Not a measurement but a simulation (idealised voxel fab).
The process module presented herein is designated voxel wiring stack.
Section shown: cut. Width: 255 nm. Cell size: 5 nm, square.
A cross-section is written here as square cells arranged in a grid, and it is given in bands from the top down, each band taking up one or more rows of cells. Top, bottom (nm), then materials left to right with widths (nm); lone material tagged "throughout" fills the whole band edge to edge; "blank" = empty space. Heads up on the height convention: 0 is the point under which the incoming wafer is all one material, and the lowest band has no bottom, it just keeps going down, like "0 down". The width entry "30..40" should be interpreted row by row: the top row of cells in the band takes the first number, the bottom row takes the second number, and the change between adjacent rows is uniform throughout. Any step labelled "remains unaltered" changed none of the cells in the cross-section. For the entry "Enclosed void inventory", the listed items are empty spaces with no open way to the top whose size is 8 cells or more; each item follows the pattern width x height at distance, where distance is from the left edge and all three are in nm. What comes after the settings on a step's line is commentary from the simulator itself on that step. overlay nm: where the mask lay relative to plan, measured to the right, on steps with a mask; negatives go left.

THE PLANNED PROCESS STEPS ARE ENUMERATED HEREUNDER
- 1: RECEIVE [material Si]
- 2: CONFORMAL_DEP [material SiO2] [thk nm 10]
- 3: CONFORMAL_DEP [material SiCN] [thk nm 5]
- 4: DIRECTIONAL_DEP [material SiO2] [thk nm 20]
- 5: MASKED_ETCH [tone open] [mask id METAL_1] [width nm 25] [pitch nm 55] [etch materials SiO2] [depth nm 20] [overlay nm -15]
- 6: MASKED_ETCH [tone open] [mask id METAL_1] [width nm 25] [pitch nm 55] [etch materials SiCN] [depth nm 5] [overlay nm 0]
- 7: CONFORMAL_DEP [material TiN] [thk nm 5]
- 8: FILL_DEP [material W] [thk nm 5]
- 9: CMP [height nm 35]
- 10: EPI [material Ru] [thk nm 5]
- 11: FILL_DEP [material SiCN] [thk nm 5]
- 12: DIRECTIONAL_DEP [material lowk] [thk nm 25]
- 13: DIRECTIONAL_DEP [material aC] [thk nm 10]
- 14: PATTERN [tone open] [mask id METAL_2_HOLES] [material resist] [width nm 15] [pitch nm 55] [thk nm 30] [overlay nm 0]
- 15: DIRECTIONAL_ETCH [etch materials aC] [depth nm 10]
- 16: STRIP [etch materials resist]
- 17: DIRECTIONAL_ETCH [etch materials lowk] [depth nm 25]
- 18: STRIP [etch materials aC]
- 19: PATTERN [tone open] [mask id METAL_2] [material resist] [width nm 25] [pitch nm 55] [thk nm 20] [overlay nm 0]
- 20: DIRECTIONAL_ETCH [etch materials lowk] [depth nm 15]
- 21: DIRECTIONAL_ETCH [etch materials SiCN] [depth nm 5]
- 22: STRIP [etch materials resist]
- 23: CONFORMAL_DEP [material TiN] [thk nm 5]
- 24: FILL_DEP [material Ru] [thk nm 10]
- 25: CMP [height nm 70]
- 26: CONFORMAL_DEP [material SiCN] [thk nm 5]
- 27: DIRECTIONAL_DEP [material lowk] [thk nm 25]
- 28: DIRECTIONAL_DEP [material aC] [thk nm 15]
- 29: PATTERN [tone open] [mask id METAL_3] [material resist] [width nm 25] [pitch nm 55] [thk nm 30] [overlay nm 0]
- 30: DIRECTIONAL_ETCH [etch materials aC] [depth nm 15]
- 31: STRIP [etch materials resist]
- 32: DIRECTIONAL_ETCH [etch materials lowk] [depth nm 15]
- 33: STRIP [etch materials aC]
- 34: PATTERN [tone open] [mask id METAL_3_HOLES] [material resist] [width nm 15] [pitch nm 55] [thk nm 20] [overlay nm 0]
- 35: DIRECTIONAL_ETCH [etch materials lowk] [depth nm 10]
- 36: DIRECTIONAL_ETCH [etch materials SiCN] [depth nm 5]
- 37: STRIP [etch materials resist]
- 38: CONFORMAL_DEP [material TiN] [thk nm 5]
- 39: FILL_DEP [material Cu] [thk nm 10]
- 40: CMP [height nm 100]
- 41: CONFORMAL_DEP [material SiN] [thk nm 5]
It is noted that the wafers described herein are identical at the outset and are distinguished by the overlay nm of step 5; the value stated in the plan corresponds to the first wafer.

HERE'S THE FIRST OF THE WAFERS IN CROSS-SECTION, JUST AS WE GOT IT, I.E. AFTER STEP 1
* 0 down  Si throughout
* Enclosed void inventory: none

BELOW IS A PER-WAFER TABLE. IN IT, EACH ROW DESCRIBES THE WAFER AT THE END OF THE MODULE BY GIVING, FOR EACH MATERIAL, THE NUMBER OF CELLS GAINED (+) OR LOST (-) SINCE THE WAFER WAS RECEIVED, AND AFTER THAT THE CLOSED VOIDS OF THE WAFER
overlay nm -15 | +27 Cu | +48 Ru | +159 SiCN | +51 SiN | +246 SiO2 | +129 TiN | +27 W | +384 lowk | Enclosed void inventory: none
overlay nm -10 | +27 Cu | +48 Ru | +156 SiCN | +51 SiN | +246 SiO2 | +129 TiN | +30 W | +384 lowk | Enclosed void inventory: none
overlay nm -5 | +27 Cu | +48 Ru | +153 SiCN | +51 SiN | +246 SiO2 | +129 TiN | +33 W | +384 lowk | Enclosed void inventory: none
overlay nm 0 | +27 Cu | +48 Ru | +150 SiCN | +51 SiN | +246 SiO2 | +129 TiN | +36 W | +384 lowk | Enclosed void inventory: none
overlay nm 5 | +27 Cu | +48 Ru | +153 SiCN | +51 SiN | +246 SiO2 | +129 TiN | +33 W | +384 lowk | Enclosed void inventory: none
overlay nm 10 | +27 Cu | +48 Ru | +156 SiCN | +51 SiN | +246 SiO2 | +129 TiN | +30 W | +384 lowk | Enclosed void inventory: none
overlay nm 15 | +27 Cu | +48 Ru | +159 SiCN | +51 SiN | +246 SiO2 | +129 TiN | +27 W | +384 lowk | Enclosed void inventory: none
